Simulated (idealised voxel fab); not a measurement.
Herein follows the process module entitled voxel wiring stack.
Square cells of 5 nm make up the cross-section cut, whose width is 195 nm.
We lay out every cross-section as a grid of square cells and spell it out in bands from the top down, where one band means one or more rows of cells.
Read a band's entry like this: the first values are the height of its top and the height of its bottom in nm, and what follows is the sequence of materials from left to right, each with its width in nm. Note that "empty" is empty space, and that a single material marked "everywhere" reaches across the band from edge to edge.
For the purposes of this specification, 0 denotes the height below which the wafer in its as-received condition is composed wholly of one material, and the lowermost band, lacking a lower limit, extends downward without end, as expressed in "from 0 down".
Per-row width for "30 to 40": begins at first number (top row of band), ends at second number (bottom row), increment between rows held constant.
A step reported as "no change occurred" is a step in which no cell of the cross-section changed.
"Enclosed cavity list" lists enclosed empty spaces (at least 8 cells, no open path upward to the top), each as width x height at distance from the left edge, in nm.
Note: text after step settings on the step line = simulator remark on that step.
"overlay nm", when on a step's line for a step with a mask, measures how far to the right of its planned place the mask lay; a negative measure means to the left.

List of planned process steps:
1,RECEIVE with material Si
2,CONFORMAL_DEP with material SiO2, thk nm 10
3,DIRECTIONAL_DEP with material TiN, thk nm 5
4,DIRECTIONAL_DEP with material Ru, thk nm 20
5,PATTERN with tone cover, mask id METAL_1, material resist, width nm 30, pitch nm 45, thk nm 15, overlay nm 0
6,DIRECTIONAL_ETCH with etch materials Ru, depth nm 20
7,DIRECTIONAL_ETCH with etch materials TiN, depth nm 5
8,STRIP with etch materials resist
9,FILL_DEP with material lowk, thk nm 10
10,CMP with height nm 35
11,CONFORMAL_DEP with material SiCN, thk nm 5
12,DIRECTIONAL_DEP with material lowk, thk nm 20
13,DIRECTIONAL_DEP with material aC, thk nm 15
14,PATTERN with tone open, mask id PLUG_1, material resist, width nm 15, pitch nm 45, thk nm 35, overlay nm 0
15,DIRECTIONAL_ETCH with etch materials aC, depth nm 15
16,STRIP with etch materials resist
17,DIRECTIONAL_ETCH with etch materials lowk, depth nm 20
18,DIRECTIONAL_ETCH with etch materials SiCN, depth nm 5
19,STRIP with etch materials aC
20,CONFORMAL_DEP with material TiN, thk nm 5
21,FILL_DEP with material Ru, thk nm 10
22,CMP with height nm 50
23,DIRECTIONAL_DEP with material TiN, thk nm 5
24,DIRECTIONAL_DEP with material W, thk nm 15
25,PATTERN with tone cover, mask id METAL_2, material resist, width nm 30, pitch nm 45, thk nm 15, overlay nm 0
26,DIRECTIONAL_ETCH with etch materials W, depth nm 15
27,DIRECTIONAL_ETCH with etch materials TiN, depth nm 5
28,STRIP with etch materials resist
29,FILL_DEP with material lowk, thk nm 10
30,CMP with height nm 80
31,CONFORMAL_DEP with material SiCN, thk nm 5
32,DIRECTIONAL_DEP with material SiO2, thk nm 35
33,DIRECTIONAL_DEP with material aC, thk nm 10
34,PATTERN with tone open, mask id METAL_3, material resist, width nm 30, pitch nm 45, thk nm 30, overlay nm 0
35,DIRECTIONAL_ETCH with etch materials aC, depth nm 10
36,STRIP with etch materials resist
37,DIRECTIONAL_ETCH with etch materials SiO2, depth nm 20
38,STRIP with etch materials aC
39,DIRECTIONAL_DEP with material aC, thk nm 15
40,PATTERN with tone open, mask id METAL_3_HOLES, material resist, width nm 15, pitch nm 90, thk nm 30, overlay nm 0
41,DIRECTIONAL_ETCH with etch materials aC, depth nm 15
42,STRIP with etch materials resist
43,DIRECTIONAL_ETCH with etch materials SiO2, depth nm 15
44,DIRECTIONAL_ETCH with etch materials SiCN, depth nm 5
45,STRIP with etch materials aC
46,CONFORMAL_DEP with material TiN, thk nm 5
47,FILL_DEP with material Ru, thk nm 5
48,CMP with height nm 120
49,CONFORMAL_DEP with material SiCN, thk nm 5
Same starting wafers, different height nm at step 22. Plan value belongs to the first wafer.

First wafer as received, after step 1:
	from 0 down = Si everywhere
	Enclosed cavity list: none

Tabulated below, wafer by wafer, are the end-of-module results: for each material, the number of cells gained (+) or lost (-) relative to the as-received state, followed by the closed voids:
height nm 50, +160 Ru, +99 SiCN, +237 SiO2, +140 TiN, +72 W, +267 lowk, Enclosed cavity list: none
height nm 55, +164 Ru, +99 SiCN, +237 SiO2, +148 TiN, +72 W, +255 lowk, Enclosed cavity list: none
height nm 60, +168 Ru, +99 SiCN, +237 SiO2, +156 TiN, +72 W, +243 lowk, Enclosed cavity list: none
height nm 65, +172 Ru, +99 SiCN, +237 SiO2, +191 TiN, +48 W, +228 lowk, Enclosed cavity list: none
height nm 70, +211 Ru, +99 SiCN, +237 SiO2, +191 TiN, +24 W, +213 lowk, Enclosed cavity list: none
height nm 75, +250 Ru, +99 SiCN, +237 SiO2, +191 TiN, +198 lowk, Enclosed cavity list: none
